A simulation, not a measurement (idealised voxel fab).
process module | voxel trench capacitor
cross-section cut | 185 nm wide | cells 5 nm
A cross-section is a grid of square cells, given in bands from the top down. A band is one or more rows of cells.
Each band's line starts with the height of the band's top and of its bottom, in nm. Then come its materials from left to right, each with its width in nm. One material with "throughout" fills the band from edge to edge. "air" is empty space.
Height 0 is the level under which the wafer as received is all one material. The lowest band goes on downwards, as in "0 down".
A width such as "30 to 40" changes by the same amount from each row of cells to the next, from the band's top row to its bottom row.
"no change" after a step means that no cell of the cross-section changed.
closed voids: empty space of 8 cells or more with no open way to the top, each as width x height at its distance from the left edge, in nm
after a step's settings: what the simulator itself notes on the step
overlay nm, on a step with a mask: how far to the right of its planned place the mask lay; to the left if negative
plan
1 op RECEIVE | material Si
2 op CONFORMAL_DEP | material SiN | thk nm 5
3 op DIRECTIONAL_DEP | material aC | thk nm 10
4 op PATTERN | tone open | mask id TRENCH | material resist | width nm 20 | pitch nm 45 | thk nm 25 | overlay nm 0
5 op DIRECTIONAL_ETCH | etch materials aC | depth nm 10
6 op STRIP | etch materials resist
7 op DIRECTIONAL_ETCH | etch materials SiN | depth nm 5
8 op DIRECTIONAL_ETCH | etch materials Si | depth nm 40
9 op STRIP | etch materials aC
10 op CONFORMAL_DEP | material Al2O3 | thk nm 5
11 op FILL_DEP | material polySi | thk nm 10
12 op CMP | height nm 5
first wafer, as planned
as received, after step 1
  0 down: Si throughout
  closed voids: none
after step 2
  5 to 0: SiN throughout
  below 0: unchanged
after step 3
  15 to 5: aC throughout
  below 5: unchanged
after step 4
  40 to 15: resist 15 | air 20 | resist 25 | air 20 | resist 25 | air 20 | resist 25 | air 20 | resist 15
  below 15: unchanged
after step 5
  30 to 15: resist 15 | air 20 | resist 25 | air 20 | resist 25 | air 20 | resist 25 | air 20 | resist 15
  15 to 5: aC 15 | air 20 | aC 25 | air 20 | aC 25 | air 20 | aC 25 | air 20 | aC 15
  below 5: unchanged
after step 6
  15 to 5: aC 15 | air 20 | aC 25 | air 20 | aC 25 | air 20 | aC 25 | air 20 | aC 15
  below 5: unchanged
after step 7
  15 to 5: aC 15 | air 20 | aC 25 | air 20 | aC 25 | air 20 | aC 25 | air 20 | aC 15
  5 to 0: SiN 15 | air 20 | SiN 25 | air 20 | SiN 25 | air 20 | SiN 25 | air 20 | SiN 15
  below 0: unchanged
after step 8
  15 to 5: aC 15 | air 20 | aC 25 | air 20 | aC 25 | air 20 | aC 25 | air 20 | aC 15
  5 to 0: SiN 15 | air 20 | SiN 25 | air 20 | SiN 25 | air 20 | SiN 25 | air 20 | SiN 15
  0 to -40: Si 15 | air 20 | Si 25 | air 20 | Si 25 | air 20 | Si 25 | air 20 | Si 15
  below -40: unchanged
after step 9
  5 to 0: SiN 15 | air 20 | SiN 25 | air 20 | SiN 25 | air 20 | SiN 25 | air 20 | SiN 15
  below 0: unchanged
after step 10
  10 to 5: Al2O3 20 | air 10 | Al2O3 35 | air 10 | Al2O3 35 | air 10 | Al2O3 35 | air 10 | Al2O3 20
  5 to 0: SiN 15 | Al2O3 5 | air 10 | Al2O3 5 | SiN 25 | Al2O3 5 | air 10 | Al2O3 5 | SiN 25 | Al2O3 5 | air 10 | Al2O3 5 | SiN 25 | Al2O3 5 | air 10 | Al2O3 5 | SiN 15
  0 to -35: Si 15 | Al2O3 5 | air 10 | Al2O3 5 | Si 25 | Al2O3 5 | air 10 | Al2O3 5 | Si 25 | Al2O3 5 | air 10 | Al2O3 5 | Si 25 | Al2O3 5 | air 10 | Al2O3 5 | Si 15
  -35 to -40: Si 15 | Al2O3 20 | Si 25 | Al2O3 20 | Si 25 | Al2O3 20 | Si 25 | Al2O3 20 | Si 15
  below -40: unchanged
after step 11
  20 to 10: polySi throughout
  10 to 5: Al2O3 20 | polySi 10 | Al2O3 35 | polySi 10 | Al2O3 35 | polySi 10 | Al2O3 35 | polySi 10 | Al2O3 20
  5 to 0: SiN 15 | Al2O3 5 | polySi 10 | Al2O3 5 | SiN 25 | Al2O3 5 | polySi 10 | Al2O3 5 | SiN 25 | Al2O3 5 | polySi 10 | Al2O3 5 | SiN 25 | Al2O3 5 | polySi 10 | Al2O3 5 | SiN 15
  0 to -35: Si 15 | Al2O3 5 | polySi 10 | Al2O3 5 | Si 25 | Al2O3 5 | polySi 10 | Al2O3 5 | Si 25 | Al2O3 5 | polySi 10 | Al2O3 5 | Si 25 | Al2O3 5 | polySi 10 | Al2O3 5 | Si 15
  below -35: unchanged
after step 12
  5 to 0: SiN 15 | Al2O3 5 | polySi 10 | Al2O3 5 | SiN 25 | Al2O3 5 | polySi 10 | Al2O3 5 | SiN 25 | Al2O3 5 | polySi 10 | Al2O3 5 | SiN 25 | Al2O3 5 | polySi 10 | Al2O3 5 | SiN 15
  below 0: unchanged
second wafer: like start, like plan, one mistake. Through step 3 it matches the first wafer
when step 4 should have ended
  40 to 15: resist 20 | air 15 | resist 30 | air 15 | resist 30 | air 15 | resist 30 | air 15 | resist 15
  below 15: unchanged
when step 5 should have ended
  30 to 15: resist 20 | air 15 | resist 30 | air 15 | resist 30 | air 15 | resist 30 | air 15 | resist 15
  15 to 5: aC 20 | air 15 | aC 30 | air 15 | aC 30 | air 15 | aC 30 | air 15 | aC 15
  below 5: unchanged
when step 6 should have ended
  15 to 5: aC 20 | air 15 | aC 30 | air 15 | aC 30 | air 15 | aC 30 | air 15 | aC 15
  below 5: unchanged
when step 7 should have ended
  15 to 5: aC 20 | air 15 | aC 30 | air 15 | aC 30 | air 15 | aC 30 | air 15 | aC 15
  5 to 0: SiN 20 | air 15 | SiN 30 | air 15 | SiN 30 | air 15 | SiN 30 | air 15 | SiN 15
  below 0: unchanged
when step 8 should have ended
  15 to 5: aC 20 | air 15 | aC 30 | air 15 | aC 30 | air 15 | aC 30 | air 15 | aC 15
  5 to 0: SiN 20 | air 15 | SiN 30 | air 15 | SiN 30 | air 15 | SiN 30 | air 15 | SiN 15
  0 to -40: Si 20 | air 15 | Si 30 | air 15 | Si 30 | air 15 | Si 30 | air 15 | Si 15
  below -40: unchanged
when step 9 should have ended
  5 to 0: SiN 20 | air 15 | SiN 30 | air 15 | SiN 30 | air 15 | SiN 30 | air 15 | SiN 15
  below 0: unchanged
when step 10 should have ended
  10 to 5: Al2O3 25 | air 5 | Al2O3 40 | air 5 | Al2O3 40 | air 5 | Al2O3 40 | air 5 | Al2O3 20
  5 to 0: SiN 20 | Al2O3 5 | air 5 | Al2O3 5 | SiN 30 | Al2O3 5 | air 5 | Al2O3 5 | SiN 30 | Al2O3 5 | air 5 | Al2O3 5 | SiN 30 | Al2O3 5 | air 5 | Al2O3 5 | SiN 15
  0 to -35: Si 20 | Al2O3 5 | air 5 | Al2O3 5 | Si 30 | Al2O3 5 | air 5 | Al2O3 5 | Si 30 | Al2O3 5 | air 5 | Al2O3 5 | Si 30 | Al2O3 5 | air 5 | Al2O3 5 | Si 15
  -35 to -40: Si 20 | Al2O3 15 | Si 30 | Al2O3 15 | Si 30 | Al2O3 15 | Si 30 | Al2O3 15 | Si 15
  below -40: unchanged
when step 11 should have ended
  20 to 10: polySi throughout
  10 to 5: Al2O3 25 | polySi 5 | Al2O3 40 | polySi 5 | Al2O3 40 | polySi 5 | Al2O3 40 | polySi 5 | Al2O3 20
  5 to 0: SiN 20 | Al2O3 5 | polySi 5 | Al2O3 5 | SiN 30 | Al2O3 5 | polySi 5 | Al2O3 5 | SiN 30 | Al2O3 5 | polySi 5 | Al2O3 5 | SiN 30 | Al2O3 5 | polySi 5 | Al2O3 5 | SiN 15
  0 to -35: Si 20 | Al2O3 5 | polySi 5 | Al2O3 5 | Si 30 | Al2O3 5 | polySi 5 | Al2O3 5 | Si 30 | Al2O3 5 | polySi 5 | Al2O3 5 | Si 30 | Al2O3 5 | polySi 5 | Al2O3 5 | Si 15
  below -35: unchanged
when step 12 should have ended
  5 to 0: SiN 20 | Al2O3 5 | polySi 5 | Al2O3 5 | SiN 30 | Al2O3 5 | polySi 5 | Al2O3 5 | SiN 30 | Al2O3 5 | polySi 5 | Al2O3 5 | SiN 30 | Al2O3 5 | polySi 5 | Al2O3 5 | SiN 15
  below 0: unchanged
what went wrong: step 4 ran as: op PATTERN | tone open | mask id TRENCH | material resist | width nm 15 | pitch nm 45 | thk nm 25 | overlay nm 0
at the end the second wafer has, in cells: 4 fewer of Al2O3 | 32 more of Si | 4 more of SiN | 32 fewer of polySi
